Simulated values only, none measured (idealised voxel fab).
The following process module bears the name voxel lift off.
Section cut is 165 nm wide and gridded with 5 nm square cells.
Notation: cross-section as square-cell grid; stated in bands, top first, going down; one or more cell rows per band. What a band's entry tells you: where the top is and where the bottom is, as heights in nm, and after that what lies inside, material by material from left to right, each with its width in nm. Empty space is written as the word "blank", and a single material marked with the word "everywhere" occupies the band from edge to edge. It should be noted that heights are counted from 0, beneath which the wafer as supplied is of one material throughout, and that the lowest band possesses no lower boundary but continues downward, as written in "top 0, no bottom". Width: "30..40" (first number = top row, second number = bottom row, same change from row to row of cells). "remained the same" -> step changed no cross-section cell. The label "Voids, enclosed" introduces a list of the empty spaces, 8 cells or larger, that have no open way up to the top; each entry in it reads width x height at distance, where the distance is taken from the left edge and all three are stated in nm. Note: text after step settings on the step line = simulator remark on that step. Regarding "overlay nm": on a step with a mask, it is the distance the mask lay to the right of its planned place; a negative value places it to the left.
### Process steps foreseen in the plan
1,RECEIVE: material Si
2,CONFORMAL_DEP: material Al2O3, thk nm 5
3,PATTERN: tone open, mask id LINES, material resist, width nm 20, pitch nm 45, thk nm 15, overlay nm 0
4,DIRECTIONAL_DEP: material Ru, thk nm 5
5,STRIP: etch materials resist
6,CONFORMAL_DEP: material SiN, thk nm 5
Heads up: all these wafers start the same, and what changes between them is the width nm in step 3. The value you see in the plan is just what the first wafer got.
### As-received cross-section, first of several wafers, post step 1
	top 0, no bottom: Si everywhere
	Voids, enclosed: none
### Take any row and you have a wafer at the end of the module: how many cells of each material it has gained (+) or lost (-) since it was received, and then its closed voids
width nm 20; +33 Al2O3; +12 Ru; +39 SiN; Voids, enclosed: none
width nm 25; +33 Al2O3; +15 Ru; +39 SiN; Voids, enclosed: none
width nm 30; +33 Al2O3; +18 Ru; +39 SiN; Voids, enclosed: none
